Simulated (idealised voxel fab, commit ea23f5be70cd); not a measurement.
Process module, titled voxel fin reveal
Displayed cross-section: cut, width of 155 nm, square cells sized 5 nm.
Just so we're on the same page, the cross-sections are grids of square cells, and they're listed out in bands top to bottom, each band one or more rows deep.
Band: top height; bottom height; in nm. Then, left to right: material with width in nm, for each material. "throughout": a single material spanning edge to edge. "blank": empty space.
The level at which height equals 0 is the one under which the wafer, as it arrives, is entirely one material. No lower edge exists for the bottom band, which continues downward and is notated as in "0 nm and below".
The expression "30->40" gives the width at the extremes of the band, the first number at its top row of cells and the second at its bottom row, with the width changing by equal amounts from each row to the next in between.
Any step labelled "stayed the same" changed none of the cells in the cross-section.
The list in "Voids, sealed" covers empty spaces of 8 cells or more that cannot reach the top through any open way, and it gives each as width x height at distance; the distance is from the left edge, and width, height and distance are in nm.
Post-settings text on a step line: simulator's own remark regarding the step.
The "overlay nm" setting may appear on a step's line; for a step that uses a mask, it gives how far to the right of its planned position the mask lay, and a negative value indicates the left.

## Process steps (planned)
1) RECEIVE, material Si
2) CONFORMAL_DEP, material SiN, thk nm 10
3) DIRECTIONAL_DEP, material aC, thk nm 15
4) PATTERN, tone cover, mask id FINS, material resist, width nm 15, pitch nm 40, thk nm 30, overlay nm 0
5) DIRECTIONAL_ETCH, etch materials aC, depth nm 15
6) STRIP, etch materials resist
7) DIRECTIONAL_ETCH, etch materials SiN, depth nm 10
8) DIRECTIONAL_ETCH, etch materials Si, depth nm 30
9) STRIP, etch materials aC
10) FILL_DEP, material SiO2, thk nm 15
11) CMP, height nm 10
12) SELECTIVE_ETCH, etch materials SiO2, depth nm 30
13) STRIP, etch materials SiN
14) CONFORMAL_DEP, material HfO2, thk nm 5

## Delivered wafer in cross-section: state after step 1
  0 nm and below  Si throughout
  Voids, sealed: none

## The first of the two wafers as seen in cross-section once the module was finished; processing followed the plan
  5 nm to 0 nm  45 of blank | 25 of HfO2 | 15 of blank | 25 of HfO2 | 45 of blank
  0 nm to -15 nm  45 of blank | 5 of HfO2 | 15 of Si | 5 of HfO2 | 15 of blank | 5 of HfO2 | 15 of Si | 5 of HfO2 | 45 of blank
  -15 nm to -20 nm  50 of HfO2 | 15 of Si | 25 of HfO2 | 15 of Si | 50 of HfO2
  -20 nm to -30 nm  50 of SiO2 | 15 of Si | 25 of SiO2 | 15 of Si | 50 of SiO2
  -30 nm and below  Si throughout
  Voids, sealed: none

## Same start, same plan as the first wafer - but one mistake in the run. Cross-section of the second of the two at the end of the module
  5 nm to 0 nm  55 of HfO2 | 5 of blank | 35 of HfO2 | 5 of blank | 55 of HfO2
  0 nm to -15 nm  50 of Si | 5 of HfO2 | 5 of blank | 5 of HfO2 | 25 of Si | 5 of HfO2 | 5 of blank | 5 of HfO2 | 50 of Si
  -15 nm to -20 nm  50 of Si | 15 of HfO2 | 25 of Si | 15 of HfO2 | 50 of Si
  -20 nm to -30 nm  50 of Si | 15 of SiO2 | 25 of Si | 15 of SiO2 | 50 of Si
  -30 nm and below  Si throughout
  Voids, sealed: none
Which mistake was made when the wafer was run? rather than as planned, step 4 actually ran as PATTERN, tone open, mask id FINS, material resist, width nm 15, pitch nm 40, thk nm 30, overlay nm 0
Per the end-of-run cell counts, the second wafer holds more or fewer of some materials than the first: Si +114; SiO2 -38
